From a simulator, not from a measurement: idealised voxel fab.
process module | voxel transistor to metal
cross-section cut | 180 nm wide | cells 5 nm
A cross-section is a grid of square cells, given in bands from the top down. A band is one or more rows of cells.
Each band's line starts with the height of the band's top and of its bottom, in nm. Then come its materials from left to right, each with its width in nm. One material with "throughout" fills the band from edge to edge. "air" is empty space.
Height 0 is the level under which the wafer as received is all one material. The lowest band goes on downwards, as in "0 down".
A width such as "30 to 40" changes by the same amount from each row of cells to the next, from the band's top row to its bottom row.
"no change" after a step means that no cell of the cross-section changed.
closed voids: empty space of 8 cells or more with no open way to the top, each as width x height at its distance from the left edge, in nm
after a step's settings: what the simulator itself notes on the step
overlay nm, on a step with a mask: how far to the right of its planned place the mask lay; to the left if negative
Each pair below shows a cross-section before one step and the cross-section after it, down to the lowest band that changed. The line under each pair gives the step between them, with its settings. The pairs can come from different runs of this module on the same starting wafer, so a pair continues from the pair above only where its "before" says so.
before
  30 to 20: SiO2 throughout
  20 to 5: SiO2 35 | SiN 100 | SiO2 45
  5 to 0: SiO2 throughout
  0 to -25: SiO2 40 | Si 95 | SiO2 45
  -25 down: Si throughout
  closed voids: none
after
  20 to 5: SiO2 35 | SiN 100 | SiO2 45
  below 5: unchanged
  closed voids: none
the step between: op CMP | height nm 20
before: the cross-section after the pair above
after
  20 to 10: air 35 | SiN 100 | air 45
  below 10: unchanged
  closed voids: none
the step between: op SELECTIVE_ETCH | etch materials SiO2 | depth nm 10
before: the cross-section after the pair above
after
  10 to 5: SiO2 35 | air 100 | SiO2 45
  below 5: unchanged
  closed voids: none
the step between: op STRIP | etch materials SiN
before: the cross-section after the pair above
after
  5 to 0: SiO2 30 | air 110 | SiO2 40
  below 0: unchanged
  closed voids: none
the step between: op SELECTIVE_ETCH | etch materials SiO2 | depth nm 5
before: the cross-section after the pair above
after
  5 to 0: SiO2 30 | air 110 | SiO2 40
  0 to -5: SiO2 throughout
  below -5: unchanged
  closed voids: none
the step between: op OXIDIZE | depth nm 5
before: the cross-section after the pair above
after
  30 to 25: polySi 30 | air 110 | polySi 40
  25 to 5: polySi throughout
  5 to 0: SiO2 30 | polySi 110 | SiO2 40
  below 0: unchanged
  closed voids: none
the step between: op DIRECTIONAL_DEP | material polySi | thk nm 25
before: the cross-section after the pair above
after
  40 to 35: SiCN 30 | air 110 | SiCN 40
  35 to 30: SiCN throughout
  30 to 25: polySi 30 | SiCN 110 | polySi 40
  below 25: unchanged
  closed voids: none
the step between: op DIRECTIONAL_DEP | material SiCN | thk nm 10
before: the cross-section after the pair above
after
  50 to 45: aC 30 | air 110 | aC 40
  45 to 40: aC throughout
  40 to 35: SiCN 30 | aC 110 | SiCN 40
  below 35: unchanged
  closed voids: none
the step between: op DIRECTIONAL_DEP | material aC | thk nm 10
before: the cross-section after the pair above
after
  80 to 50: air 80 | resist 20 | air 80
  50 to 45: aC 30 | air 50 | resist 20 | air 40 | aC 40
  below 45: unchanged
  closed voids: none
the step between: op PATTERN | tone cover | mask id GATE | material resist | width nm 20 | thk nm 30 | overlay nm 0
before: the cross-section after the pair above
after
  70 to 45: air 80 | resist 20 | air 80
  45 to 40: air 80 | aC 20 | air 80
  40 to 35: SiCN 30 | air 50 | aC 20 | air 40 | SiCN 40
  below 35: unchanged
  closed voids: none
the step between: op DIRECTIONAL_ETCH | etch materials aC | depth nm 10
before: the cross-section after the pair above
after
  45 to 40: air 80 | aC 20 | air 80
  below 40: unchanged
  closed voids: none
the step between: op STRIP | etch materials resist
before: the cross-section after the pair above
after
  45 to 35: air 80 | aC 20 | air 80
  35 to 30: air 80 | SiCN 20 | air 80
  30 to 25: polySi 30 | air 50 | SiCN 20 | air 40 | polySi 40
  below 25: unchanged
  closed voids: none
the step between: op DIRECTIONAL_ETCH | etch materials SiCN | depth nm 20
before: the cross-section after the pair above
after
  45 to 35: air 80 | aC 20 | air 80
  35 to 25: air 80 | SiCN 20 | air 80
  25 to 5: air 80 | polySi 20 | air 80
  5 to 0: SiO2 30 | air 50 | polySi 20 | air 40 | SiO2 40
  below 0: unchanged
  closed voids: none
the step between: op DIRECTIONAL_ETCH | etch materials polySi | depth nm 35
before: the cross-section after the pair above
after
  35 to 25: air 80 | SiCN 20 | air 80
  below 25: unchanged
  closed voids: none
the step between: op STRIP | etch materials aC
before: the cross-section after the pair above
after
  45 to 35: air 70 | SiN 40 | air 70
  35 to 25: air 70 | SiN 10 | SiCN 20 | SiN 10 | air 70
  25 to 15: air 70 | SiN 10 | polySi 20 | SiN 10 | air 70
  15 to 10: SiN 40 | air 30 | SiN 10 | polySi 20 | SiN 10 | air 20 | SiN 50
  10 to 5: SiN 80 | polySi 20 | SiN 80
  5 to 0: SiO2 30 | SiN 50 | polySi 20 | SiN 40 | SiO2 40
  below 0: unchanged
  closed voids: none
the step between: op CONFORMAL_DEP | material SiN | thk nm 10
before: the cross-section after the pair above
after
  35 to 25: air 70 | SiN 10 | SiCN 20 | SiN 10 | air 70
  25 to 5: air 70 | SiN 10 | polySi 20 | SiN 10 | air 70
  5 to 0: SiO2 30 | SiN 10 | air 30 | SiN 10 | polySi 20 | SiN 10 | air 20 | SiN 10 | SiO2 40
  below 0: unchanged
  closed voids: none
the step between: op DIRECTIONAL_ETCH | etch materials SiN | depth nm 10
before: the cross-section after the pair above
after
  35 to 25: air 70 | SiN 10 | SiCN 20 | SiN 10 | air 70
  25 to 5: air 70 | SiN 10 | polySi 20 | SiN 10 | air 70
  5 to 0: air 30 | SiN 10 | air 30 | SiN 10 | polySi 20 | SiN 10 | air 20 | SiN 10 | air 40
  0 to -5: SiO2 40 | air 30 | SiO2 40 | air 20 | SiO2 50
  below -5: unchanged
  closed voids: none
the step between: op DIRECTIONAL_ETCH | etch materials SiO2 | depth nm 5
before: the cross-section after the pair above
after
  35 to 25: air 70 | SiN 10 | SiCN 20 | SiN 10 | air 70
  25 to 5: air 70 | SiN 10 | polySi 20 | SiN 10 | air 70
  5 to 0: air 30 | SiN 10 | air 30 | SiN 10 | polySi 20 | SiN 10 | air 20 | SiN 10 | air 40
  0 to -5: SiO2 40 | air 30 | SiO2 40 | air 20 | SiO2 50
  -5 to -15: SiO2 40 | air 30 | Si 40 | air 20 | Si 5 | SiO2 45
  below -15: unchanged
  closed voids: none
the step between: op DIRECTIONAL_ETCH | etch materials Si | depth nm 10
before: the cross-section after the pair above
after
  35 to 25: air 70 | SiN 10 | SiCN 20 | SiN 10 | air 70
  25 to 5: air 70 | SiN 10 | polySi 20 | SiN 10 | air 70
  5 to 0: air 30 | SiN 10 | air 20 | nSi 10 | SiN 10 | polySi 20 | SiN 10 | nSi 20 | SiN 10 | air 40
  0 to -5: SiO2 40 | air 20 | nSi 10 | SiO2 40 | nSi 20 | SiO2 50
  -5 to -15: SiO2 40 | nSi 30 | Si 40 | nSi 20 | Si 5 | SiO2 45
  below -15: unchanged
  closed voids: none
the step between: op EPI | material nSi | thk nm 10
before: the cross-section after the pair above
after
  40 to 35: SiO2 throughout
  35 to 25: SiO2 70 | SiN 10 | SiCN 20 | SiN 10 | SiO2 70
  25 to 5: SiO2 70 | SiN 10 | polySi 20 | SiN 10 | SiO2 70
  5 to 0: SiO2 30 | SiN 10 | SiO2 20 | nSi 10 | SiN 10 | polySi 20 | SiN 10 | nSi 20 | SiN 10 | SiO2 40
  0 to -5: SiO2 60 | nSi 10 | SiO2 40 | nSi 20 | SiO2 50
  below -5: unchanged
  closed voids: none
the step between: op FILL_DEP | material SiO2 | thk nm 5
before: the cross-section after the pair above
after
  35 to 25: SiO2 70 | SiN 10 | SiCN 20 | SiN 10 | SiO2 70
  below 25: unchanged
  closed voids: none
the step between: op CMP | height nm 35
before: the cross-section after the pair above
after
  50 to 35: SiO2 throughout
  below 35: unchanged
  closed voids: none
the step between: op DIRECTIONAL_DEP | material SiO2 | thk nm 15
before: the cross-section after the pair above
after
  50 to 35: SiO2 45 | air 20 | SiO2 50 | air 20 | SiO2 45
  35 to 25: SiO2 45 | air 20 | SiO2 5 | SiN 10 | SiCN 20 | SiN 10 | SiO2 5 | air 20 | SiO2 45
  25 to 5: SiO2 45 | air 20 | SiO2 5 | SiN 10 | polySi 20 | SiN 10 | SiO2 5 | air 20 | SiO2 45
  5 to 0: SiO2 30 | SiN 10 | SiO2 5 | air 15 | nSi 10 | SiN 10 | polySi 20 | SiN 10 | nSi 20 | SiN 10 | SiO2 40
  0 to -5: SiO2 45 | air 15 | nSi 10 | SiO2 40 | nSi 20 | SiO2 50
  below -5: unchanged
  closed voids: none
the step between: op MASKED_ETCH | tone open | mask id CONTACT | width nm 20 | pitch nm 70 | etch materials SiO2 | depth nm 55 | overlay nm 0
before: the cross-section after the pair above
after
  55 to 50: TiN 50 | air 10 | TiN 60 | air 10 | TiN 50
  50 to 35: SiO2 45 | TiN 5 | air 10 | TiN 5 | SiO2 50 | TiN 5 | air 10 | TiN 5 | SiO2 45
  35 to 25: SiO2 45 | TiN 5 | air 10 | TiN 5 | SiO2 5 | SiN 10 | SiCN 20 | SiN 10 | SiO2 5 | TiN 5 | air 10 | TiN 5 | SiO2 45
  25 to 10: SiO2 45 | TiN 5 | air 10 | TiN 5 | SiO2 5 | SiN 10 | polySi 20 | SiN 10 | SiO2 5 | TiN 5 | air 10 | TiN 5 | SiO2 45
  10 to 5: SiO2 45 | TiN 5 | air 5 | TiN 10 | SiO2 5 | SiN 10 | polySi 20 | SiN 10 | SiO2 5 | TiN 20 | SiO2 45
  5 to 0: SiO2 30 | SiN 10 | SiO2 5 | TiN 5 | air 5 | TiN 5 | nSi 10 | SiN 10 | polySi 20 | SiN 10 | nSi 20 | SiN 10 | SiO2 40
  0 to -5: SiO2 45 | TiN 15 | nSi 10 | SiO2 40 | nSi 20 | SiO2 50
  below -5: unchanged
  closed voids: none
the step between: op CONFORMAL_DEP | material TiN | thk nm 5
before: the cross-section after the pair above
after
  60 to 55: W throughout
  55 to 50: TiN 50 | W 10 | TiN 60 | W 10 | TiN 50
  50 to 35: SiO2 45 | TiN 5 | W 10 | TiN 5 | SiO2 50 | TiN 5 | W 10 | TiN 5 | SiO2 45
  35 to 25: SiO2 45 | TiN 5 | W 10 | TiN 5 | SiO2 5 | SiN 10 | SiCN 20 | SiN 10 | SiO2 5 | TiN 5 | W 10 | TiN 5 | SiO2 45
  25 to 10: SiO2 45 | TiN 5 | W 10 | TiN 5 | SiO2 5 | SiN 10 | polySi 20 | SiN 10 | SiO2 5 | TiN 5 | W 10 | TiN 5 | SiO2 45
  10 to 5: SiO2 45 | TiN 5 | W 5 | TiN 10 | SiO2 5 | SiN 10 | polySi 20 | SiN 10 | SiO2 5 | TiN 20 | SiO2 45
  5 to 0: SiO2 30 | SiN 10 | SiO2 5 | TiN 5 | W 5 | TiN 5 | nSi 10 | SiN 10 | polySi 20 | SiN 10 | nSi 20 | SiN 10 | SiO2 40
  below 0: unchanged
  closed voids: none
the step between: op FILL_DEP | material W | thk nm 5
before: the cross-section after the pair above
after
  50 to 35: SiO2 45 | TiN 5 | W 10 | TiN 5 | SiO2 50 | TiN 5 | W 10 | TiN 5 | SiO2 45
  below 35: unchanged
  closed voids: none
the step between: op CMP | height nm 50
before: the cross-section after the pair above
after
  55 to 50: TiN throughout
  below 50: unchanged
  closed voids: none
the step between: op DIRECTIONAL_DEP | material TiN | thk nm 5
before: the cross-section after the pair above
after
  75 to 55: Ru throughout
  below 55: unchanged
  closed voids: none
the step between: op DIRECTIONAL_DEP | material Ru | thk nm 20
before: the cross-section after the pair above
after
  75 to 55: air 45 | Ru 20 | air 50 | Ru 20 | air 45
  below 55: unchanged
  closed voids: none
the step between: op MASKED_ETCH | tone cover | mask id METAL_1 | width nm 20 | pitch nm 70 | etch materials Ru | depth nm 20 | overlay nm 0
before: the cross-section after the pair above
after
  75 to 55: air 45 | Ru 20 | air 50 | Ru 20 | air 45
  55 to 50: air 45 | TiN 20 | air 50 | TiN 20 | air 45
  below 50: unchanged
  closed voids: none
the step between: op MASKED_ETCH | tone cover | mask id METAL_1 | width nm 20 | pitch nm 70 | etch materials TiN | depth nm 5 | overlay nm 0
before: the cross-section after the pair above
after
  85 to 75: lowk throughout
  75 to 55: lowk 45 | Ru 20 | lowk 50 | Ru 20 | lowk 45
  55 to 50: lowk 45 | TiN 20 | lowk 50 | TiN 20 | lowk 45
  below 50: unchanged
  closed voids: none
the step between: op FILL_DEP | material lowk | thk nm 10
before: the cross-section after the pair above
after
  75 to 55: lowk 45 | Ru 20 | lowk 50 | Ru 20 | lowk 45
  below 55: unchanged
  closed voids: none
the step between: op CMP | height nm 75
before: the cross-section after the pair above
after
  80 to 75: SiCN throughout
  below 75: unchanged
  closed voids: none
the step between: op CONFORMAL_DEP | material SiCN | thk nm 5
before: the cross-section after the pair above
after
  110 to 80: lowk throughout
  below 80: unchanged
  closed voids: none
the step between: op DIRECTIONAL_DEP | material lowk | thk nm 30
before: the cross-section after the pair above
after
  120 to 110: aC throughout
  below 110: unchanged
  closed voids: none
the step between: op DIRECTIONAL_DEP | material aC | thk nm 10
before: the cross-section after the pair above
after
  150 to 120: resist 45 | air 15 | resist 55 | air 15 | resist 50
  below 120: unchanged
  closed voids: none
the step between: op PATTERN | tone open | mask id METAL_2_HOLES | material resist | width nm 15 | pitch nm 70 | thk nm 30 | overlay nm 0
before: the cross-section after the pair above
after
  140 to 120: resist 45 | air 15 | resist 55 | air 15 | resist 50
  120 to 110: aC 45 | air 15 | aC 55 | air 15 | aC 50
  below 110: unchanged
  closed voids: none
the step between: op DIRECTIONAL_ETCH | etch materials aC | depth nm 10
before: the cross-section after the pair above
after
  120 to 110: aC 45 | air 15 | aC 55 | air 15 | aC 50
  below 110: unchanged
  closed voids: none
the step between: op STRIP | etch materials resist
before: the cross-section after the pair above
after
  120 to 110: aC 45 | air 15 | aC 55 | air 15 | aC 50
  110 to 80: lowk 45 | air 15 | lowk 55 | air 15 | lowk 50
  below 80: unchanged
  closed voids: none
the step between: op DIRECTIONAL_ETCH | etch materials lowk | depth nm 30
before: the cross-section after the pair above
after
  110 to 80: lowk 45 | air 15 | lowk 55 | air 15 | lowk 50
  below 80: unchanged
  closed voids: none
the step between: op STRIP | etch materials aC
before: the cross-section after the pair above
after
  130 to 110: resist 45 | air 20 | resist 50 | air 20 | resist 45
  below 110: unchanged
  closed voids: none
the step between: op PATTERN | tone open | mask id METAL_2 | material resist | width nm 20 | pitch nm 70 | thk nm 20 | overlay nm 0
before: the cross-section after the pair above
after
  130 to 110: resist 45 | air 20 | resist 50 | air 20 | resist 45
  110 to 95: lowk 45 | air 20 | lowk 50 | air 20 | lowk 45
  below 95: unchanged
  closed voids: none
the step between: op DIRECTIONAL_ETCH | etch materials lowk | depth nm 15
before: the cross-section after the pair above
after
  130 to 110: resist 45 | air 20 | resist 50 | air 20 | resist 45
  110 to 95: lowk 45 | air 20 | lowk 50 | air 20 | lowk 45
  95 to 80: lowk 45 | air 15 | lowk 55 | air 15 | lowk 50
  80 to 75: SiCN 45 | air 15 | SiCN 55 | air 15 | SiCN 50
  below 75: unchanged
  closed voids: none
the step between: op DIRECTIONAL_ETCH | etch materials SiCN | depth nm 5
before: the cross-section after the pair above
after
  110 to 95: lowk 45 | air 20 | lowk 50 | air 20 | lowk 45
  below 95: unchanged
  closed voids: none
the step between: op STRIP | etch materials resist
before: the cross-section after the pair above
after
  115 to 110: TiN 50 | air 10 | TiN 60 | air 10 | TiN 50
  110 to 100: lowk 45 | TiN 5 | air 10 | TiN 5 | lowk 50 | TiN 5 | air 10 | TiN 5 | lowk 45
  100 to 95: lowk 45 | TiN 5 | air 5 | TiN 10 | lowk 50 | TiN 5 | air 5 | TiN 10 | lowk 45
  95 to 80: lowk 45 | TiN 5 | air 5 | TiN 5 | lowk 55 | TiN 5 | air 5 | TiN 5 | lowk 50
  80 to 75: SiCN 45 | TiN 15 | SiCN 55 | TiN 15 | SiCN 50
  below 75: unchanged
  closed voids: none
the step between: op CONFORMAL_DEP | material TiN | thk nm 5
before: the cross-section after the pair above
after
  120 to 115: Ru throughout
  115 to 110: TiN 50 | Ru 10 | TiN 60 | Ru 10 | TiN 50
  110 to 100: lowk 45 | TiN 5 | Ru 10 | TiN 5 | lowk 50 | TiN 5 | Ru 10 | TiN 5 | lowk 45
  100 to 95: lowk 45 | TiN 5 | Ru 5 | TiN 10 | lowk 50 | TiN 5 | Ru 5 | TiN 10 | lowk 45
  95 to 80: lowk 45 | TiN 5 | Ru 5 | TiN 5 | lowk 55 | TiN 5 | Ru 5 | TiN 5 | lowk 50
  below 80: unchanged
  closed voids: none
the step between: op FILL_DEP | material Ru | thk nm 5
before: the cross-section after the pair above
after
  110 to 100: lowk 45 | TiN 5 | Ru 10 | TiN 5 | lowk 50 | TiN 5 | Ru 10 | TiN 5 | lowk 45
  below 100: unchanged
  closed voids: none
the step between: op CMP | height nm 110
before: the cross-section after the pair above
after
  115 to 110: SiN throughout
  below 110: unchanged
  closed voids: none
the step between: op CONFORMAL_DEP | material SiN | thk nm 5
before
  35 to 25: SiO2 70 | SiN 10 | SiCN 20 | SiN 10 | SiO2 70
  25 to 5: SiO2 70 | SiN 10 | polySi 20 | SiN 10 | SiO2 70
  5 to 0: SiO2 35 | SiN 10 | SiO2 15 | nSi 10 | SiN 10 | polySi 20 | SiN 10 | nSi 10 | SiO2 15 | SiN 10 | SiO2 35
  0 to -5: SiO2 60 | nSi 10 | SiO2 40 | nSi 10 | SiO2 60
  -5 to -15: SiO2 45 | nSi 25 | Si 40 | nSi 25 | SiO2 45
  -15 to -25: SiO2 45 | Si 90 | SiO2 45
  -25 down: Si throughout
  closed voids: none
after
  50 to 35: polySi throughout
  below 35: unchanged
  closed voids: none
the step between: op DIRECTIONAL_DEP | material polySi | thk nm 15
before: the cross-section after the pair above
after
  55 to 50: TiN throughout
  below 50: unchanged
  closed voids: none
the step between: op CONFORMAL_DEP | material TiN | thk nm 5
before: the cross-section after the pair above
after
  60 to 55: W throughout
  below 55: unchanged
  closed voids: none
the step between: op FILL_DEP | material W | thk nm 5
before: the cross-section after the pair above
after
  50 to 35: polySi throughout
  below 35: unchanged
  closed voids: none
the step between: op CMP | height nm 50
before: the cross-section after the pair above
after
  55 to 50: TiN throughout
  below 50: unchanged
  closed voids: none
the step between: op DIRECTIONAL_DEP | material TiN | thk nm 5
before: the cross-section after the pair above
after
  75 to 55: Ru throughout
  below 55: unchanged
  closed voids: none
the step between: op DIRECTIONAL_DEP | material Ru | thk nm 20
before: the cross-section after the pair above
after
  75 to 55: air 45 | Ru 20 | air 50 | Ru 20 | air 45
  below 55: unchanged
  closed voids: none
the step between: op MASKED_ETCH | tone cover | mask id METAL_1 | width nm 20 | pitch nm 70 | etch materials Ru | depth nm 20 | overlay nm 0
before: the cross-section after the pair above
after
  75 to 55: air 45 | Ru 20 | air 50 | Ru 20 | air 45
  55 to 50: air 45 | TiN 20 | air 50 | TiN 20 | air 45
  below 50: unchanged
  closed voids: none
the step between: op MASKED_ETCH | tone cover | mask id METAL_1 | width nm 20 | pitch nm 70 | etch materials TiN | depth nm 5 | overlay nm 0
before: the cross-section after the pair above
after
  85 to 75: lowk throughout
  75 to 55: lowk 45 | Ru 20 | lowk 50 | Ru 20 | lowk 45
  55 to 50: lowk 45 | TiN 20 | lowk 50 | TiN 20 | lowk 45
  below 50: unchanged
  closed voids: none
the step between: op FILL_DEP | material lowk | thk nm 10
before: the cross-section after the pair above
after
  75 to 55: lowk 45 | Ru 20 | lowk 50 | Ru 20 | lowk 45
  below 55: unchanged
  closed voids: none
the step between: op CMP | height nm 75
before: the cross-section after the pair above
after
  80 to 75: SiCN throughout
  below 75: unchanged
  closed voids: none
the step between: op CONFORMAL_DEP | material SiCN | thk nm 5
before: the cross-section after the pair above
after
  110 to 80: lowk throughout
  below 80: unchanged
  closed voids: none
the step between: op DIRECTIONAL_DEP | material lowk | thk nm 30
before: the cross-section after the pair above
after
  120 to 110: aC throughout
  below 110: unchanged
  closed voids: none
the step between: op DIRECTIONAL_DEP | material aC | thk nm 10
before: the cross-section after the pair above
after
  150 to 120: resist 45 | air 15 | resist 55 | air 15 | resist 50
  below 120: unchanged
  closed voids: none
the step between: op PATTERN | tone open | mask id METAL_2_HOLES | material resist | width nm 15 | pitch nm 70 | thk nm 30 | overlay nm 0
before: the cross-section after the pair above
after
  140 to 120: resist 45 | air 15 | resist 55 | air 15 | resist 50
  120 to 110: aC 45 | air 15 | aC 55 | air 15 | aC 50
  below 110: unchanged
  closed voids: none
the step between: op DIRECTIONAL_ETCH | etch materials aC | depth nm 10
before: the cross-section after the pair above
after
  120 to 110: aC 45 | air 15 | aC 55 | air 15 | aC 50
  below 110: unchanged
  closed voids: none
the step between: op STRIP | etch materials resist
before: the cross-section after the pair above
after
  120 to 110: aC 45 | air 15 | aC 55 | air 15 | aC 50
  110 to 80: lowk 45 | air 15 | lowk 55 | air 15 | lowk 50
  below 80: unchanged
  closed voids: none
the step between: op DIRECTIONAL_ETCH | etch materials lowk | depth nm 30
before: the cross-section after the pair above
after
  110 to 80: lowk 45 | air 15 | lowk 55 | air 15 | lowk 50
  below 80: unchanged
  closed voids: none
the step between: op STRIP | etch materials aC
before: the cross-section after the pair above
after
  130 to 110: resist 45 | air 20 | resist 50 | air 20 | resist 45
  below 110: unchanged
  closed voids: none
the step between: op PATTERN | tone open | mask id METAL_2 | material resist | width nm 20 | pitch nm 70 | thk nm 20 | overlay nm 0
before: the cross-section after the pair above
after
  130 to 110: resist 45 | air 20 | resist 50 | air 20 | resist 45
  110 to 95: lowk 45 | air 20 | lowk 50 | air 20 | lowk 45
  below 95: unchanged
  closed voids: none
the step between: op DIRECTIONAL_ETCH | etch materials lowk | depth nm 15
before: the cross-section after the pair above
after
  130 to 110: resist 45 | air 20 | resist 50 | air 20 | resist 45
  110 to 95: lowk 45 | air 20 | lowk 50 | air 20 | lowk 45
  95 to 80: lowk 45 | air 15 | lowk 55 | air 15 | lowk 50
  80 to 75: SiCN 45 | air 15 | SiCN 55 | air 15 | SiCN 50
  below 75: unchanged
  closed voids: none
the step between: op DIRECTIONAL_ETCH | etch materials SiCN | depth nm 5
before: the cross-section after the pair above
after
  110 to 95: lowk 45 | air 20 | lowk 50 | air 20 | lowk 45
  below 95: unchanged
  closed voids: none
the step between: op STRIP | etch materials resist
before: the cross-section after the pair above
after
  115 to 110: TiN 50 | air 10 | TiN 60 | air 10 | TiN 50
  110 to 100: lowk 45 | TiN 5 | air 10 | TiN 5 | lowk 50 | TiN 5 | air 10 | TiN 5 | lowk 45
  100 to 95: lowk 45 | TiN 5 | air 5 | TiN 10 | lowk 50 | TiN 5 | air 5 | TiN 10 | lowk 45
  95 to 80: lowk 45 | TiN 5 | air 5 | TiN 5 | lowk 55 | TiN 5 | air 5 | TiN 5 | lowk 50
  80 to 75: SiCN 45 | TiN 15 | SiCN 55 | TiN 15 | SiCN 50
  below 75: unchanged
  closed voids: none
the step between: op CONFORMAL_DEP | material TiN | thk nm 5
before: the cross-section after the pair above
after
  120 to 115: Ru throughout
  115 to 110: TiN 50 | Ru 10 | TiN 60 | Ru 10 | TiN 50
  110 to 100: lowk 45 | TiN 5 | Ru 10 | TiN 5 | lowk 50 | TiN 5 | Ru 10 | TiN 5 | lowk 45
  100 to 95: lowk 45 | TiN 5 | Ru 5 | TiN 10 | lowk 50 | TiN 5 | Ru 5 | TiN 10 | lowk 45
  95 to 80: lowk 45 | TiN 5 | Ru 5 | TiN 5 | lowk 55 | TiN 5 | Ru 5 | TiN 5 | lowk 50
  below 80: unchanged
  closed voids: none
the step between: op FILL_DEP | material Ru | thk nm 5
before: the cross-section after the pair above
after
  110 to 100: lowk 45 | TiN 5 | Ru 10 | TiN 5 | lowk 50 | TiN 5 | Ru 10 | TiN 5 | lowk 45
  below 100: unchanged
  closed voids: none
the step between: op CMP | height nm 110
before: the cross-section after the pair above
after
  115 to 110: SiN throughout
  below 110: unchanged
  closed voids: none
the step between: op CONFORMAL_DEP | material SiN | thk nm 5
before
  75 to 55: Ru throughout
  55 to 50: TiN throughout
  50 to 35: SiO2 45 | TiN 5 | W 10 | TiN 5 | SiO2 50 | TiN 5 | W 10 | TiN 5 | SiO2 45
  35 to 25: SiO2 45 | TiN 5 | W 10 | TiN 5 | SiO2 5 | SiN 10 | SiCN 20 | SiN 10 | SiO2 5 | TiN 5 | W 10 | TiN 5 | SiO2 45
  25 to 10: SiO2 45 | TiN 5 | W 10 | TiN 5 | SiO2 5 | SiN 10 | polySi 20 | SiN 10 | SiO2 5 | TiN 5 | W 10 | TiN 5 | SiO2 45
  10 to 5: SiO2 45 | TiN 5 | W 5 | TiN 10 | SiO2 5 | SiN 10 | polySi 20 | SiN 10 | SiO2 5 | TiN 10 | W 5 | TiN 5 | SiO2 45
  5 to 0: SiO2 35 | SiN 10 | TiN 5 | W 5 | TiN 5 | nSi 10 | SiN 10 | polySi 20 | SiN 10 | nSi 10 | TiN 5 | W 5 | TiN 5 | SiN 10 | SiO2 35
  0 to -5: SiO2 45 | TiN 15 | nSi 10 | SiO2 40 | nSi 10 | TiN 15 | SiO2 45
  -5 to -15: SiO2 45 | nSi 25 | Si 40 | nSi 25 | SiO2 45
  -15 to -25: SiO2 45 | Si 90 | SiO2 45
  -25 down: Si throughout
  closed voids: none
after
  75 to 55: Ru 45 | air 20 | Ru 50 | air 20 | Ru 45
  below 55: unchanged
  closed voids: none
the step between: op MASKED_ETCH | tone open | mask id METAL_1 | width nm 20 | pitch nm 70 | etch materials Ru | depth nm 20 | overlay nm 0
before: the cross-section after the pair above
after
  85 to 75: lowk throughout
  75 to 55: Ru 45 | lowk 20 | Ru 50 | lowk 20 | Ru 45
  below 55: unchanged
  closed voids: none
the step between: op FILL_DEP | material lowk | thk nm 10
before: the cross-section after the pair above
after
  75 to 55: Ru 45 | lowk 20 | Ru 50 | lowk 20 | Ru 45
  below 55: unchanged
  closed voids: none
the step between: op CMP | height nm 75
before: the cross-section after the pair above
after
  80 to 75: SiCN throughout
  below 75: unchanged
  closed voids: none
the step between: op CONFORMAL_DEP | material SiCN | thk nm 5
before: the cross-section after the pair above
after
  110 to 80: lowk throughout
  below 80: unchanged
  closed voids: none
the step between: op DIRECTIONAL_DEP | material lowk | thk nm 30
before: the cross-section after the pair above
after
  120 to 110: aC throughout
  below 110: unchanged
  closed voids: none
the step between: op DIRECTIONAL_DEP | material aC | thk nm 10
before: the cross-section after the pair above
after
  150 to 120: resist 45 | air 15 | resist 55 | air 15 | resist 50
  below 120: unchanged
  closed voids: none
the step between: op PATTERN | tone open | mask id METAL_2_HOLES | material resist | width nm 15 | pitch nm 70 | thk nm 30 | overlay nm 0
before: the cross-section after the pair above
after
  140 to 120: resist 45 | air 15 | resist 55 | air 15 | resist 50
  120 to 110: aC 45 | air 15 | aC 55 | air 15 | aC 50
  below 110: unchanged
  closed voids: none
the step between: op DIRECTIONAL_ETCH | etch materials aC | depth nm 10
before: the cross-section after the pair above
after
  120 to 110: aC 45 | air 15 | aC 55 | air 15 | aC 50
  below 110: unchanged
  closed voids: none
the step between: op STRIP | etch materials resist
before: the cross-section after the pair above
after
  120 to 110: aC 45 | air 15 | aC 55 | air 15 | aC 50
  110 to 80: lowk 45 | air 15 | lowk 55 | air 15 | lowk 50
  below 80: unchanged
  closed voids: none
the step between: op DIRECTIONAL_ETCH | etch materials lowk | depth nm 30
before: the cross-section after the pair above
after
  110 to 80: lowk 45 | air 15 | lowk 55 | air 15 | lowk 50
  below 80: unchanged
  closed voids: none
the step between: op STRIP | etch materials aC
before: the cross-section after the pair above
after
  130 to 110: resist 45 | air 20 | resist 50 | air 20 | resist 45
  below 110: unchanged
  closed voids: none
the step between: op PATTERN | tone open | mask id METAL_2 | material resist | width nm 20 | pitch nm 70 | thk nm 20 | overlay nm 0
before: the cross-section after the pair above
after
  130 to 110: resist 45 | air 20 | resist 50 | air 20 | resist 45
  110 to 95: lowk 45 | air 20 | lowk 50 | air 20 | lowk 45
  below 95: unchanged
  closed voids: none
the step between: op DIRECTIONAL_ETCH | etch materials lowk | depth nm 15
before: the cross-section after the pair above
after
  130 to 110: resist 45 | air 20 | resist 50 | air 20 | resist 45
  110 to 95: lowk 45 | air 20 | lowk 50 | air 20 | lowk 45
  95 to 80: lowk 45 | air 15 | lowk 55 | air 15 | lowk 50
  80 to 75: SiCN 45 | air 15 | SiCN 55 | air 15 | SiCN 50
  below 75: unchanged
  closed voids: none
the step between: op DIRECTIONAL_ETCH | etch materials SiCN | depth nm 5
before: the cross-section after the pair above
after
  110 to 95: lowk 45 | air 20 | lowk 50 | air 20 | lowk 45
  below 95: unchanged
  closed voids: none
the step between: op STRIP | etch materials resist
before: the cross-section after the pair above
after
  115 to 110: TiN 50 | air 10 | TiN 60 | air 10 | TiN 50
  110 to 100: lowk 45 | TiN 5 | air 10 | TiN 5 | lowk 50 | TiN 5 | air 10 | TiN 5 | lowk 45
  100 to 95: lowk 45 | TiN 5 | air 5 | TiN 10 | lowk 50 | TiN 5 | air 5 | TiN 10 | lowk 45
  95 to 80: lowk 45 | TiN 5 | air 5 | TiN 5 | lowk 55 | TiN 5 | air 5 | TiN 5 | lowk 50
  80 to 75: SiCN 45 | TiN 15 | SiCN 55 | TiN 15 | SiCN 50
  below 75: unchanged
  closed voids: none
the step between: op CONFORMAL_DEP | material TiN | thk nm 5
before: the cross-section after the pair above
after
  120 to 115: Ru throughout
  115 to 110: TiN 50 | Ru 10 | TiN 60 | Ru 10 | TiN 50
  110 to 100: lowk 45 | TiN 5 | Ru 10 | TiN 5 | lowk 50 | TiN 5 | Ru 10 | TiN 5 | lowk 45
  100 to 95: lowk 45 | TiN 5 | Ru 5 | TiN 10 | lowk 50 | TiN 5 | Ru 5 | TiN 10 | lowk 45
  95 to 80: lowk 45 | TiN 5 | Ru 5 | TiN 5 | lowk 55 | TiN 5 | Ru 5 | TiN 5 | lowk 50
  below 80: unchanged
  closed voids: none
the step between: op FILL_DEP | material Ru | thk nm 5
before: the cross-section after the pair above
after
  110 to 100: lowk 45 | TiN 5 | Ru 10 | TiN 5 | lowk 50 | TiN 5 | Ru 10 | TiN 5 | lowk 45
  below 100: unchanged
  closed voids: none
the step between: op CMP | height nm 110
before: the cross-section after the pair above
after
  115 to 110: SiN throughout
  below 110: unchanged
  closed voids: none
the step between: op CONFORMAL_DEP | material SiN | thk nm 5
